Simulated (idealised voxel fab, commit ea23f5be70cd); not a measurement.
Name of the process module below: voxel transistor to metal
Each square cell in cross-section cut measures 5 nm, and the section as a whole is 195 nm wide.
Cross-section format: a grid of square cells, given as bands from top to bottom; each band is one or more rows of cells.
Band: top and bottom heights (nm) first, top before bottom; then materials from left to right, widths in nm. "everywhere" marks a sole material filling the band edge to edge. "air" denotes empty space.
Ref level 0: as-received wafer is one material below here. Bottom band extends down with no lower bound ("top 0, no bottom").
The expression "30..40" gives the width at the extremes of the band, the first number at its top row of cells and the second at its bottom row, with the width changing by equal amounts from each row to the next in between.
When a step is marked "all unchanged", none of the cells in the cross-section changed during that step.
Voids, fully enclosed: empty space of 8 cells or more with no open way to the top, each as width x height at its distance from the left edge, in nm
Past the settings on a step's line: simulator remark, on that step.
overlay nm: for a step with a mask, the amount by which the mask lay right of where it was planned; a negative amount means left of it.
Read the rest as pairs. Take the cross-section before one process step, then the cross-section after it, which shows only down to the lowest band that changed. Under the pair, find the step between them and its settings. Bear in mind that pairs may come from different runs of this module on the same starting wafer: link a pair to the pair above it only where its entry headed "Status quo ante" says to.

## Status quo ante
    top 20, bottom 15: air=80 | SiN=5 | air=25 | SiN=5 | air=80
    top 15, bottom 10: SiO2=80 | SiN=5 | air=25 | SiN=5 | SiO2=80
    top 10, bottom 5: SiO2=65 | SiGe=15 | SiN=5 | air=25 | SiN=5 | SiGe=15 | SiO2=65
    top 5, bottom 0: SiO2=35 | SiN=5 | SiO2=5 | SiGe=35 | SiN=5 | air=25 | SiN=5 | SiGe=35 | SiO2=5 | SiN=5 | SiO2=35
    top 0, bottom -5: SiO2=35 | SiN=5 | SiO2=5 | SiN=5 | SiGe=30 | air=35 | SiGe=30 | SiN=5 | SiO2=5 | SiN=5 | SiO2=35
    top -5, bottom -10: SiO2=55 | SiGe=25 | Si=35 | SiGe=25 | SiO2=55
    top -10, bottom -15: SiO2=50 | Si=5 | SiGe=25 | Si=35 | SiGe=25 | Si=5 | SiO2=50
    top -15, bottom -30: SiO2=50 | Si=95 | SiO2=50
    top -30, no bottom: Si everywhere
    Voids, fully enclosed: none

## Resultant Cross-Section
    top 25, bottom 20: air=75 | HfO2=15 | air=15 | HfO2=15 | air=75
    top 20, bottom 15: HfO2=80 | SiN=5 | HfO2=5 | air=15 | HfO2=5 | SiN=5 | HfO2=80
    top 15, bottom 10: SiO2=80 | SiN=5 | HfO2=5 | air=15 | HfO2=5 | SiN=5 | SiO2=80
    top 10, bottom 5: SiO2=65 | SiGe=15 | SiN=5 | HfO2=5 | air=15 | HfO2=5 | SiN=5 | SiGe=15 | SiO2=65
    top 5, bottom 0: SiO2=35 | SiN=5 | SiO2=5 | SiGe=35 | SiN=5 | HfO2=5 | air=15 | HfO2=5 | SiN=5 | SiGe=35 | SiO2=5 | SiN=5 | SiO2=35
    top 0, bottom -5: SiO2=35 | SiN=5 | SiO2=5 | SiN=5 | SiGe=30 | HfO2=35 | SiGe=30 | SiN=5 | SiO2=5 | SiN=5 | SiO2=35
    Below a height of -5, the structure has not been altered.
    Voids, fully enclosed: none
Process step separating the two views above: CONFORMAL_DEP, material HfO2, thk nm 5

Status quo ante: refer to the pair immediately above; the cross-section shown after its step is the state before this one.

## Resultant Cross-Section
    top 30, bottom 25: air=70 | TiN=25 | air=5 | TiN=25 | air=70
    top 25, bottom 20: TiN=75 | HfO2=15 | TiN=5 | air=5 | TiN=5 | HfO2=15 | TiN=75
    top 20, bottom 15: HfO2=80 | SiN=5 | HfO2=5 | TiN=5 | air=5 | TiN=5 | HfO2=5 | SiN=5 | HfO2=80
    top 15, bottom 10: SiO2=80 | SiN=5 | HfO2=5 | TiN=5 | air=5 | TiN=5 | HfO2=5 | SiN=5 | SiO2=80
    top 10, bottom 5: SiO2=65 | SiGe=15 | SiN=5 | HfO2=5 | TiN=5 | air=5 | TiN=5 | HfO2=5 | SiN=5 | SiGe=15 | SiO2=65
    top 5, bottom 0: SiO2=35 | SiN=5 | SiO2=5 | SiGe=35 | SiN=5 | HfO2=5 | TiN=15 | HfO2=5 | SiN=5 | SiGe=35 | SiO2=5 | SiN=5 | SiO2=35
    Below a height of 0, the structure has not been altered.
    Voids, fully enclosed: none
Process step separating the two views above: CONFORMAL_DEP, material TiN, thk nm 5

Status quo ante: refer to the pair immediately above; the cross-section shown after its step is the state before this one.

## Resultant Cross-Section
    top 40, bottom 30: W everywhere
    top 30, bottom 25: W=70 | TiN=25 | W=5 | TiN=25 | W=70
    top 25, bottom 20: TiN=75 | HfO2=15 | TiN=5 | W=5 | TiN=5 | HfO2=15 | TiN=75
    top 20, bottom 15: HfO2=80 | SiN=5 | HfO2=5 | TiN=5 | W=5 | TiN=5 | HfO2=5 | SiN=5 | HfO2=80
    top 15, bottom 10: SiO2=80 | SiN=5 | HfO2=5 | TiN=5 | W=5 | TiN=5 | HfO2=5 | SiN=5 | SiO2=80
    top 10, bottom 5: SiO2=65 | SiGe=15 | SiN=5 | HfO2=5 | TiN=5 | W=5 | TiN=5 | HfO2=5 | SiN=5 | SiGe=15 | SiO2=65
    Below a height of 5, the structure has not been altered.
    Voids, fully enclosed: none
Process step separating the two views above: FILL_DEP, material W, thk nm 10

Status quo ante: refer to the pair immediately above; the cross-section shown after its step is the state before this one.

## Resultant Cross-Section
    top 15, bottom 10: SiO2=80 | SiN=5 | HfO2=5 | TiN=5 | W=5 | TiN=5 | HfO2=5 | SiN=5 | SiO2=80
    Below a height of 10, the structure has not been altered.
    Voids, fully enclosed: none
Process step separating the two views above: CMP, height nm 15

Status quo ante: refer to the pair immediately above; the cross-section shown after its step is the state before this one.

## Resultant Cross-Section
    top 25, bottom 15: SiO2 everywhere
    Below a height of 15, the structure has not been altered.
    Voids, fully enclosed: none
Process step separating the two views above: DIRECTIONAL_DEP, material SiO2, thk nm 10

Status quo ante: refer to the pair immediately above; the cross-section shown after its step is the state before this one.

## Resultant Cross-Section
    top 25, bottom 15: SiO2=50 | air=15 | SiO2=65 | air=15 | SiO2=50
    top 15, bottom 10: SiO2=50 | air=15 | SiO2=15 | SiN=5 | HfO2=5 | TiN=5 | W=5 | TiN=5 | HfO2=5 | SiN=5 | SiO2=15 | air=15 | SiO2=50
    top 10, bottom 5: SiO2=50 | air=15 | SiGe=15 | SiN=5 | HfO2=5 | TiN=5 | W=5 | TiN=5 | HfO2=5 | SiN=5 | SiGe=15 | air=15 | SiO2=50
    Below a height of 5, the structure has not been altered.
    Voids, fully enclosed: none
Process step separating the two views above: MASKED_ETCH, tone open, mask id CONTACT, width nm 15, pitch nm 80, etch materials SiO2, depth nm 25, overlay nm 0

Status quo ante: refer to the pair immediately above; the cross-section shown after its step is the state before this one.

## Resultant Cross-Section
    top 30, bottom 25: TiN=55 | air=5 | TiN=75 | air=5 | TiN=55
    top 25, bottom 15: SiO2=50 | TiN=5 | air=5 | TiN=5 | SiO2=65 | TiN=5 | air=5 | TiN=5 | SiO2=50
    top 15, bottom 10: SiO2=50 | TiN=5 | air=5 | TiN=5 | SiO2=15 | SiN=5 | HfO2=5 | TiN=5 | W=5 | TiN=5 | HfO2=5 | SiN=5 | SiO2=15 | TiN=5 | air=5 | TiN=5 | SiO2=50
    top 10, bottom 5: SiO2=50 | TiN=15 | SiGe=15 | SiN=5 | HfO2=5 | TiN=5 | W=5 | TiN=5 | HfO2=5 | SiN=5 | SiGe=15 | TiN=15 | SiO2=50
    Below a height of 5, the structure has not been altered.
    Voids, fully enclosed: none
Process step separating the two views above: CONFORMAL_DEP, material TiN, thk nm 5

Status quo ante: refer to the pair immediately above; the cross-section shown after its step is the state before this one.

## Resultant Cross-Section
    top 35, bottom 30: W everywhere
    top 30, bottom 25: TiN=55 | W=5 | TiN=75 | W=5 | TiN=55
    top 25, bottom 15: SiO2=50 | TiN=5 | W=5 | TiN=5 | SiO2=65 | TiN=5 | W=5 | TiN=5 | SiO2=50
    top 15, bottom 10: SiO2=50 | TiN=5 | W=5 | TiN=5 | SiO2=15 | SiN=5 | HfO2=5 | TiN=5 | W=5 | TiN=5 | HfO2=5 | SiN=5 | SiO2=15 | TiN=5 | W=5 | TiN=5 | SiO2=50
    Below a height of 10, the structure has not been altered.
    Voids, fully enclosed: none
Process step separating the two views above: FILL_DEP, material W, thk nm 5

Status quo ante: refer to the pair immediately above; the cross-section shown after its step is the state before this one.

## Resultant Cross-Section
    top 25, bottom 15: SiO2=50 | TiN=5 | W=5 | TiN=5 | SiO2=65 | TiN=5 | W=5 | TiN=5 | SiO2=50
    Below a height of 15, the structure has not been altered.
    Voids, fully enclosed: none
Process step separating the two views above: CMP, height nm 25

Status quo ante: refer to the pair immediately above; the cross-section shown after its step is the state before this one.

## Resultant Cross-Section
    top 30, bottom 25: TiN everywhere
    Below a height of 25, the structure has not been altered.
    Voids, fully enclosed: none
Process step separating the two views above: DIRECTIONAL_DEP, material TiN, thk nm 5

Status quo ante: refer to the pair immediately above; the cross-section shown after its step is the state before this one.

## Resultant Cross-Section
    top 45, bottom 30: W everywhere
    Below a height of 30, the structure has not been altered.
    Voids, fully enclosed: none
Process step separating the two views above: DIRECTIONAL_DEP, material W, thk nm 15

Status quo ante: refer to the pair immediately above; the cross-section shown after its step is the state before this one.

## Resultant Cross-Section
    top 60, bottom 45: aC everywhere
    Below a height of 45, the structure has not been altered.
    Voids, fully enclosed: none
Process step separating the two views above: DIRECTIONAL_DEP, material aC, thk nm 15

Status quo ante: refer to the pair immediately above; the cross-section shown after its step is the state before this one.

## Resultant Cross-Section
    top 95, bottom 60: air=50 | resist=15 | air=65 | resist=15 | air=50
    Below a height of 60, the structure has not been altered.
    Voids, fully enclosed: none
Process step separating the two views above: PATTERN, tone cover, mask id METAL_1, material resist, width nm 15, pitch nm 80, thk nm 35, overlay nm 0

Status quo ante: refer to the pair immediately above; the cross-section shown after its step is the state before this one.

## Resultant Cross-Section
    top 80, bottom 60: air=50 | resist=15 | air=65 | resist=15 | air=50
    top 60, bottom 45: air=50 | aC=15 | air=65 | aC=15 | air=50
    Below a height of 45, the structure has not been altered.
    Voids, fully enclosed: none
Process step separating the two views above: DIRECTIONAL_ETCH, etch materials aC, depth nm 15

Status quo ante: refer to the pair immediately above; the cross-section shown after its step is the state before this one.

## Resultant Cross-Section
    top 60, bottom 45: air=50 | aC=15 | air=65 | aC=15 | air=50
    Below a height of 45, the structure has not been altered.
    Voids, fully enclosed: none
Process step separating the two views above: STRIP, etch materials resist

Status quo ante: refer to the pair immediately above; the cross-section shown after its step is the state before this one.

## Resultant Cross-Section
    top 60, bottom 45: air=50 | aC=15 | air=65 | aC=15 | air=50
    top 45, bottom 30: air=50 | W=15 | air=65 | W=15 | air=50
    Below a height of 30, the structure has not been altered.
    Voids, fully enclosed: none
Process step separating the two views above: DIRECTIONAL_ETCH, etch materials W, depth nm 15

Status quo ante: refer to the pair immediately above; the cross-section shown after its step is the state before this one.

## Resultant Cross-Section
    top 60, bottom 45: air=50 | aC=15 | air=65 | aC=15 | air=50
    top 45, bottom 30: air=50 | W=15 | air=65 | W=15 | air=50
    top 30, bottom 25: air=50 | TiN=15 | air=65 | TiN=15 | air=50
    Below a height of 25, the structure has not been altered.
    Voids, fully enclosed: none
Process step separating the two views above: DIRECTIONAL_ETCH, etch materials TiN, depth nm 5

Status quo ante: refer to the pair immediately above; the cross-section shown after its step is the state before this one.

## Resultant Cross-Section
    top 45, bottom 30: air=50 | W=15 | air=65 | W=15 | air=50
    Below a height of 30, the structure has not been altered.
    Voids, fully enclosed: none
Process step separating the two views above: STRIP, etch materials aC

Status quo ante: refer to the pair immediately above; the cross-section shown after its step is the state before this one.

## Resultant Cross-Section
    top 55, bottom 45: SiO2 everywhere
    top 45, bottom 30: SiO2=50 | W=15 | SiO2=65 | W=15 | SiO2=50
    top 30, bottom 25: SiO2=50 | TiN=15 | SiO2=65 | TiN=15 | SiO2=50
    Below a height of 25, the structure has not been altered.
    Voids, fully enclosed: none
Process step separating the two views above: FILL_DEP, material SiO2, thk nm 10

Status quo ante: refer to the pair immediately above; the cross-section shown after its step is the state before this one.

## Resultant Cross-Section
    top 45, bottom 30: SiO2=50 | W=15 | SiO2=65 | W=15 | SiO2=50
    Below a height of 30, the structure has not been altered.
    Voids, fully enclosed: none
Process step separating the two views above: CMP, height nm 45

Status quo ante: refer to the pair immediately above; the cross-section shown after its step is the state before this one.

## Resultant Cross-Section
    top 50, bottom 45: SiCN everywhere
    Below a height of 45, the structure has not been altered.
    Voids, fully enclosed: none
Process step separating the two views above: CONFORMAL_DEP, material SiCN, thk nm 5

Status quo ante: refer to the pair immediately above; the cross-section shown after its step is the state before this one.

## Resultant Cross-Section
    top 80, bottom 50: SiO2 everywhere
    Below a height of 50, the structure has not been altered.
    Voids, fully enclosed: none
Process step separating the two views above: DIRECTIONAL_DEP, material SiO2, thk nm 30

Status quo ante: refer to the pair immediately above; the cross-section shown after its step is the state before this one.

## Resultant Cross-Section
    top 95, bottom 80: aC everywhere
    Below a height of 80, the structure has not been altered.
    Voids, fully enclosed: none
Process step separating the two views above: DIRECTIONAL_DEP, material aC, thk nm 15

Status quo ante: refer to the pair immediately above; the cross-section shown after its step is the state before this one.

## Resultant Cross-Section
    top 130, bottom 95: resist=50 | air=15 | resist=65 | air=15 | resist=50
    Below a height of 95, the structure has not been altered.
    Voids, fully enclosed: none
Process step separating the two views above: PATTERN, tone open, mask id METAL_2, material resist, width nm 15, pitch nm 80, thk nm 35, overlay nm 0

Status quo ante: refer to the pair immediately above; the cross-section shown after its step is the state before this one.

## Resultant Cross-Section
    top 115, bottom 95: resist=50 | air=15 | resist=65 | air=15 | resist=50
    top 95, bottom 80: aC=50 | air=15 | aC=65 | air=15 | aC=50
    Below a height of 80, the structure has not been altered.
    Voids, fully enclosed: none
Process step separating the two views above: DIRECTIONAL_ETCH, etch materials aC, depth nm 15

Status quo ante: refer to the pair immediately above; the cross-section shown after its step is the state before this one.

## Resultant Cross-Section
    top 95, bottom 80: aC=50 | air=15 | aC=65 | air=15 | aC=50
    Below a height of 80, the structure has not been altered.
    Voids, fully enclosed: none
Process step separating the two views above: STRIP, etch materials resist

Status quo ante: refer to the pair immediately above; the cross-section shown after its step is the state before this one.

## Resultant Cross-Section
    top 95, bottom 80: aC=50 | air=15 | aC=65 | air=15 | aC=50
    top 80, bottom 60: SiO2=50 | air=15 | SiO2=65 | air=15 | SiO2=50
    Below a height of 60, the structure has not been altered.
    Voids, fully enclosed: none
Process step separating the two views above: DIRECTIONAL_ETCH, etch materials SiO2, depth nm 20

Status quo ante: refer to the pair immediately above; the cross-section shown after its step is the state before this one.

## Resultant Cross-Section
    top 80, bottom 60: SiO2=50 | air=15 | SiO2=65 | air=15 | SiO2=50
    Below a height of 60, the structure has not been altered.
    Voids, fully enclosed: none
Process step separating the two views above: STRIP, etch materials aC

Status quo ante: refer to the pair immediately above; the cross-section shown after its step is the state before this one.

## Resultant Cross-Section
    top 95, bottom 80: resist=50 | air=15 | resist=65 | air=15 | resist=50
    Below a height of 80, the structure has not been altered.
    Voids, fully enclosed: none
Process step separating the two views above: PATTERN, tone open, mask id METAL_2_HOLES, material resist, width nm 15, pitch nm 80, thk nm 15, overlay nm 0

Status quo ante: refer to the pair immediately above; the cross-section shown after its step is the state before this one.

## Resultant Cross-Section
    top 95, bottom 80: resist=50 | air=15 | resist=65 | air=15 | resist=50
    top 80, bottom 50: SiO2=50 | air=15 | SiO2=65 | air=15 | SiO2=50
    Below a height of 50, the structure has not been altered.
    Voids, fully enclosed: none
Process step separating the two views above: DIRECTIONAL_ETCH, etch materials SiO2, depth nm 10

Status quo ante: refer to the pair immediately above; the cross-section shown after its step is the state before this one.

## Resultant Cross-Section
    top 95, bottom 80: resist=50 | air=15 | resist=65 | air=15 | resist=50
    top 80, bottom 50: SiO2=50 | air=15 | SiO2=65 | air=15 | SiO2=50
    top 50, bottom 45: SiCN=50 | air=15 | SiCN=65 | air=15 | SiCN=50
    Below a height of 45, the structure has not been altered.
    Voids, fully enclosed: none
Process step separating the two views above: DIRECTIONAL_ETCH, etch materials SiCN, depth nm 5

Status quo ante: refer to the pair immediately above; the cross-section shown after its step is the state before this one.

## Resultant Cross-Section
    top 80, bottom 50: SiO2=50 | air=15 | SiO2=65 | air=15 | SiO2=50
    Below a height of 50, the structure has not been altered.
    Voids, fully enclosed: none
Process step separating the two views above: STRIP, etch materials resist

Status quo ante: refer to the pair immediately above; the cross-section shown after its step is the state before this one.

## Resultant Cross-Section
    top 85, bottom 80: TiN=55 | air=5 | TiN=75 | air=5 | TiN=55
    top 80, bottom 50: SiO2=50 | TiN=5 | air=5 | TiN=5 | SiO2=65 | TiN=5 | air=5 | TiN=5 | SiO2=50
    top 50, bottom 45: SiCN=50 | TiN=15 | SiCN=65 | TiN=15 | SiCN=50
    Below a height of 45, the structure has not been altered.
    Voids, fully enclosed: none
Process step separating the two views above: CONFORMAL_DEP, material TiN, thk nm 5

Status quo ante: refer to the pair immediately above; the cross-section shown after its step is the state before this one.

## Resultant Cross-Section
    top 95, bottom 85: Ru everywhere
    top 85, bottom 80: TiN=55 | Ru=5 | TiN=75 | Ru=5 | TiN=55
    top 80, bottom 50: SiO2=50 | TiN=5 | Ru=5 | TiN=5 | SiO2=65 | TiN=5 | Ru=5 | TiN=5 | SiO2=50
    Below a height of 50, the structure has not been altered.
    Voids, fully enclosed: none
Process step separating the two views above: FILL_DEP, material Ru, thk nm 10

Status quo ante: refer to the pair immediately above; the cross-section shown after its step is the state before this one.

## Resultant Cross-Section
    top 80, bottom 50: SiO2=50 | TiN=5 | Ru=5 | TiN=5 | SiO2=65 | TiN=5 | Ru=5 | TiN=5 | SiO2=50
    Below a height of 50, the structure has not been altered.
    Voids, fully enclosed: none
Process step separating the two views above: CMP, height nm 80

Status quo ante: refer to the pair immediately above; the cross-section shown after its step is the state before this one.

## Resultant Cross-Section
    top 85, bottom 80: SiCN everywhere
    Below a height of 80, the structure has not been altered.
    Voids, fully enclosed: none
Process step separating the two views above: CONFORMAL_DEP, material SiCN, thk nm 5

## Status quo ante
    top 35, bottom 20: air=80 | SiN=5 | SiCN=25 | SiN=5 | air=80
    top 20, bottom 5: air=80 | SiN=5 | polySi=25 | SiN=5 | air=80
    top 5, bottom 0: air=40 | SiN=5 | air=35 | SiN=5 | polySi=25 | SiN=5 | air=35 | SiN=5 | air=40
    top 0, bottom -5: SiO2=45 | air=35 | SiO2=35 | air=35 | SiO2=45
    top -5, bottom -15: SiO2=50 | air=30 | Si=35 | air=30 | SiO2=50
    top -15, bottom -30: SiO2=50 | Si=95 | SiO2=50
    top -30, no bottom: Si everywhere
    Voids, fully enclosed: none

## Resultant Cross-Section
    top 35, bottom 20: air=80 | SiN=5 | SiCN=25 | SiN=5 | air=80
    top 20, bottom 5: air=80 | SiN=5 | polySi=25 | SiN=5 | air=80
    top 5, bottom 0: air=40 | SiN=5 | air=35 | SiN=5 | polySi=25 | SiN=5 | air=35 | SiN=5 | air=40
    top 0, bottom -5: SiO2=45 | air=30 | SiGe=5 | SiO2=35 | SiGe=5 | air=30 | SiO2=45
    top -5, bottom -10: SiO2=50 | air=25 | SiGe=5 | Si=35 | SiGe=5 | air=25 | SiO2=50
    top -10, bottom -15: SiO2=50 | SiGe=30 | Si=35 | SiGe=30 | SiO2=50
    Below a height of -15, the structure has not been altered.
    Voids, fully enclosed: none
Process step separating the two views above: EPI, material SiGe, thk nm 5

Status quo ante: refer to the pair immediately above; the cross-section shown after its step is the state before this one.

## Resultant Cross-Section
    top 45, bottom 35: SiO2 everywhere
    top 35, bottom 20: SiO2=80 | SiN=5 | SiCN=25 | SiN=5 | SiO2=80
    top 20, bottom 5: SiO2=80 | SiN=5 | polySi=25 | SiN=5 | SiO2=80
    top 5, bottom 0: SiO2=40 | SiN=5 | SiO2=35 | SiN=5 | polySi=25 | SiN=5 | SiO2=35 | SiN=5 | SiO2=40
    top 0, bottom -5: SiO2=75 | SiGe=5 | SiO2=35 | SiGe=5 | SiO2=75
    top -5, bottom -15: SiO2=75..50 | SiGe=5..30 | Si=35 | SiGe=5..30 | SiO2=75..50
    Below a height of -15, the structure has not been altered.
    Voids, fully enclosed: none
Process step separating the two views above: FILL_DEP, material SiO2, thk nm 10

Status quo ante: refer to the pair immediately above; the cross-section shown after its step is the state before this one.

## Resultant Cross-Section
    top 20, bottom 5: SiO2=80 | SiN=5 | polySi=25 | SiN=5 | SiO2=80
    Below a height of 5, the structure has not been altered.
    Voids, fully enclosed: none
Process step separating the two views above: CMP, height nm 20

Status quo ante: refer to the pair immediately above; the cross-section shown after its step is the state before this one.

## Resultant Cross-Section
    top 20, bottom 5: SiO2=80 | SiN=5 | air=25 | SiN=5 | SiO2=80
    top 5, bottom 0: SiO2=40 | SiN=5 | SiO2=35 | SiN=5 | air=25 | SiN=5 | SiO2=35 | SiN=5 | SiO2=40
    Below a height of 0, the structure has not been altered.
    Voids, fully enclosed: none
Process step separating the two views above: STRIP, etch materials polySi

Status quo ante: refer to the pair immediately above; the cross-section shown after its step is the state before this one.

## Resultant Cross-Section
    top 20, bottom 15: air=80 | SiN=5 | air=25 | SiN=5 | air=80
    top 15, bottom 5: SiO2=80 | SiN=5 | air=25 | SiN=5 | SiO2=80
    top 5, bottom 0: SiO2=40 | SiN=5 | SiO2=35 | SiN=5 | air=25 | SiN=5 | SiO2=35 | SiN=5 | SiO2=40
    top 0, bottom -5: SiO2=75 | SiGe=5 | air=35 | SiGe=5 | SiO2=75
    Below a height of -5, the structure has not been altered.
    Voids, fully enclosed: none
Process step separating the two views above: SELECTIVE_ETCH, etch materials SiO2, depth nm 5

Status quo ante: refer to the pair immediately above; the cross-section shown after its step is the state before this one.

## Resultant Cross-Section
    top 25, bottom 20: air=75 | HfO2=15 | air=15 | HfO2=15 | air=75
    top 20, bottom 15: HfO2=80 | SiN=5 | HfO2=5 | air=15 | HfO2=5 | SiN=5 | HfO2=80
    top 15, bottom 5: SiO2=80 | SiN=5 | HfO2=5 | air=15 | HfO2=5 | SiN=5 | SiO2=80
    top 5, bottom 0: SiO2=40 | SiN=5 | SiO2=35 | SiN=5 | HfO2=5 | air=15 | HfO2=5 | SiN=5 | SiO2=35 | SiN=5 | SiO2=40
    top 0, bottom -5: SiO2=75 | SiGe=5 | HfO2=35 | SiGe=5 | SiO2=75
    Below a height of -5, the structure has not been altered.
    Voids, fully enclosed: none
Process step separating the two views above: CONFORMAL_DEP, material HfO2, thk nm 5

Status quo ante: refer to the pair immediately above; the cross-section shown after its step is the state before this one.

## Resultant Cross-Section
    top 30, bottom 25: air=70 | TiN=25 | air=5 | TiN=25 | air=70
    top 25, bottom 20: TiN=75 | HfO2=15 | TiN=5 | air=5 | TiN=5 | HfO2=15 | TiN=75
    top 20, bottom 15: HfO2=80 | SiN=5 | HfO2=5 | TiN=5 | air=5 | TiN=5 | HfO2=5 | SiN=5 | HfO2=80
    top 15, bottom 5: SiO2=80 | SiN=5 | HfO2=5 | TiN=5 | air=5 | TiN=5 | HfO2=5 | SiN=5 | SiO2=80
    top 5, bottom 0: SiO2=40 | SiN=5 | SiO2=35 | SiN=5 | HfO2=5 | TiN=15 | HfO2=5 | SiN=5 | SiO2=35 | SiN=5 | SiO2=40
    Below a height of 0, the structure has not been altered.
    Voids, fully enclosed: none
Process step separating the two views above: CONFORMAL_DEP, material TiN, thk nm 5

Status quo ante: refer to the pair immediately above; the cross-section shown after its step is the state before this one.

## Resultant Cross-Section
    top 40, bottom 30: W everywhere
    top 30, bottom 25: W=70 | TiN=25 | W=5 | TiN=25 | W=70
    top 25, bottom 20: TiN=75 | HfO2=15 | TiN=5 | W=5 | TiN=5 | HfO2=15 | TiN=75
    top 20, bottom 15: HfO2=80 | SiN=5 | HfO2=5 | TiN=5 | W=5 | TiN=5 | HfO2=5 | SiN=5 | HfO2=80
    top 15, bottom 5: SiO2=80 | SiN=5 | HfO2=5 | TiN=5 | W=5 | TiN=5 | HfO2=5 | SiN=5 | SiO2=80
    Below a height of 5, the structure has not been altered.
    Voids, fully enclosed: none
Process step separating the two views above: FILL_DEP, material W, thk nm 10

Status quo ante: refer to the pair immediately above; the cross-section shown after its step is the state before this one.

## Resultant Cross-Section
    top 15, bottom 5: SiO2=80 | SiN=5 | HfO2=5 | TiN=5 | W=5 | TiN=5 | HfO2=5 | SiN=5 | SiO2=80
    Below a height of 5, the structure has not been altered.
    Voids, fully enclosed: none
Process step separating the two views above: CMP, height nm 15

Status quo ante: refer to the pair immediately above; the cross-section shown after its step is the state before this one.

## Resultant Cross-Section
    top 25, bottom 15: SiO2 everywhere
    Below a height of 15, the structure has not been altered.
    Voids, fully enclosed: none
Process step separating the two views above: DIRECTIONAL_DEP, material SiO2, thk nm 10

Status quo ante: refer to the pair immediately above; the cross-section shown after its step is the state before this one.

## Resultant Cross-Section
    top 25, bottom 15: SiO2=50 | air=15 | SiO2=65 | air=15 | SiO2=50
    top 15, bottom 5: SiO2=50 | air=15 | SiO2=15 | SiN=5 | HfO2=5 | TiN=5 | W=5 | TiN=5 | HfO2=5 | SiN=5 | SiO2=15 | air=15 | SiO2=50
    top 5, bottom 0: SiO2=40 | SiN=5 | SiO2=5 | air=15 | SiO2=15 | SiN=5 | HfO2=5 | TiN=15 | HfO2=5 | SiN=5 | SiO2=15 | air=15 | SiO2=5 | SiN=5 | SiO2=40
    Below a height of 0, the structure has not been altered.
    Voids, fully enclosed: none
Process step separating the two views above: MASKED_ETCH, tone open, mask id CONTACT, width nm 15, pitch nm 80, etch materials SiO2, depth nm 25, overlay nm 0

Status quo ante: refer to the pair immediately above; the cross-section shown after its step is the state before this one.

## Resultant Cross-Section
    top 30, bottom 25: TiN=55 | air=5 | TiN=75 | air=5 | TiN=55
    top 25, bottom 15: SiO2=50 | TiN=5 | air=5 | TiN=5 | SiO2=65 | TiN=5 | air=5 | TiN=5 | SiO2=50
    top 15, bottom 5: SiO2=50 | TiN=5 | air=5 | TiN=5 | SiO2=15 | SiN=5 | HfO2=5 | TiN=5 | W=5 | TiN=5 | HfO2=5 | SiN=5 | SiO2=15 | TiN=5 | air=5 | TiN=5 | SiO2=50
    top 5, bottom 0: SiO2=40 | SiN=5 | SiO2=5 | TiN=15 | SiO2=15 | SiN=5 | HfO2=5 | TiN=15 | HfO2=5 | SiN=5 | SiO2=15 | TiN=15 | SiO2=5 | SiN=5 | SiO2=40
    Below a height of 0, the structure has not been altered.
    Voids, fully enclosed: none
Process step separating the two views above: CONFORMAL_DEP, material TiN, thk nm 5

Status quo ante: refer to the pair immediately above; the cross-section shown after its step is the state before this one.

## Resultant Cross-Section
    top 35, bottom 30: W everywhere
    top 30, bottom 25: TiN=55 | W=5 | TiN=75 | W=5 | TiN=55
    top 25, bottom 15: SiO2=50 | TiN=5 | W=5 | TiN=5 | SiO2=65 | TiN=5 | W=5 | TiN=5 | SiO2=50
    top 15, bottom 5: SiO2=50 | TiN=5 | W=5 | TiN=5 | SiO2=15 | SiN=5 | HfO2=5 | TiN=5 | W=5 | TiN=5 | HfO2=5 | SiN=5 | SiO2=15 | TiN=5 | W=5 | TiN=5 | SiO2=50
    Below a height of 5, the structure has not been altered.
    Voids, fully enclosed: none
Process step separating the two views above: FILL_DEP, material W, thk nm 5

Status quo ante: refer to the pair immediately above; the cross-section shown after its step is the state before this one.

## Resultant Cross-Section
    top 25, bottom 15: SiO2=50 | TiN=5 | W=5 | TiN=5 | SiO2=65 | TiN=5 | W=5 | TiN=5 | SiO2=50
    Below a height of 15, the structure has not been altered.
    Voids, fully enclosed: none
Process step separating the two views above: CMP, height nm 25

Status quo ante: refer to the pair immediately above; the cross-section shown after its step is the state before this one.

## Resultant Cross-Section
    top 30, bottom 25: TiN everywhere
    Below a height of 25, the structure has not been altered.
    Voids, fully enclosed: none
Process step separating the two views above: DIRECTIONAL_DEP, material TiN, thk nm 5

Status quo ante: refer to the pair immediately above; the cross-section shown after its step is the state before this one.

## Resultant Cross-Section
    top 45, bottom 30: W everywhere
    Below a height of 30, the structure has not been altered.
    Voids, fully enclosed: none
Process step separating the two views above: DIRECTIONAL_DEP, material W, thk nm 15

Status quo ante: refer to the pair immediately above; the cross-section shown after its step is the state before this one.

## Resultant Cross-Section
    top 60, bottom 45: aC everywhere
    Below a height of 45, the structure has not been altered.
    Voids, fully enclosed: none
Process step separating the two views above: DIRECTIONAL_DEP, material aC, thk nm 15

Status quo ante: refer to the pair immediately above; the cross-section shown after its step is the state before this one.

## Resultant Cross-Section
    top 95, bottom 60: air=50 | resist=15 | air=65 | resist=15 | air=50
    Below a height of 60, the structure has not been altered.
    Voids, fully enclosed: none
Process step separating the two views above: PATTERN, tone cover, mask id METAL_1, material resist, width nm 15, pitch nm 80, thk nm 35, overlay nm 0

Status quo ante: refer to the pair immediately above; the cross-section shown after its step is the state before this one.

## Resultant Cross-Section
    top 80, bottom 60: air=50 | resist=15 | air=65 | resist=15 | air=50
    top 60, bottom 45: air=50 | aC=15 | air=65 | aC=15 | air=50
    Below a height of 45, the structure has not been altered.
    Voids, fully enclosed: none
Process step separating the two views above: DIRECTIONAL_ETCH, etch materials aC, depth nm 15

Status quo ante: refer to the pair immediately above; the cross-section shown after its step is the state before this one.

## Resultant Cross-Section
    top 60, bottom 45: air=50 | aC=15 | air=65 | aC=15 | air=50
    Below a height of 45, the structure has not been altered.
    Voids, fully enclosed: none
Process step separating the two views above: STRIP, etch materials resist

Status quo ante: refer to the pair immediately above; the cross-section shown after its step is the state before this one.

## Resultant Cross-Section
    top 60, bottom 45: air=50 | aC=15 | air=65 | aC=15 | air=50
    top 45, bottom 30: air=50 | W=15 | air=65 | W=15 | air=50
    Below a height of 30, the structure has not been altered.
    Voids, fully enclosed: none
Process step separating the two views above: DIRECTIONAL_ETCH, etch materials W, depth nm 15

Status quo ante: refer to the pair immediately above; the cross-section shown after its step is the state before this one.

## Resultant Cross-Section
    top 60, bottom 45: air=50 | aC=15 | air=65 | aC=15 | air=50
    top 45, bottom 30: air=50 | W=15 | air=65 | W=15 | air=50
    top 30, bottom 25: air=50 | TiN=15 | air=65 | TiN=15 | air=50
    Below a height of 25, the structure has not been altered.
    Voids, fully enclosed: none
Process step separating the two views above: DIRECTIONAL_ETCH, etch materials TiN, depth nm 5
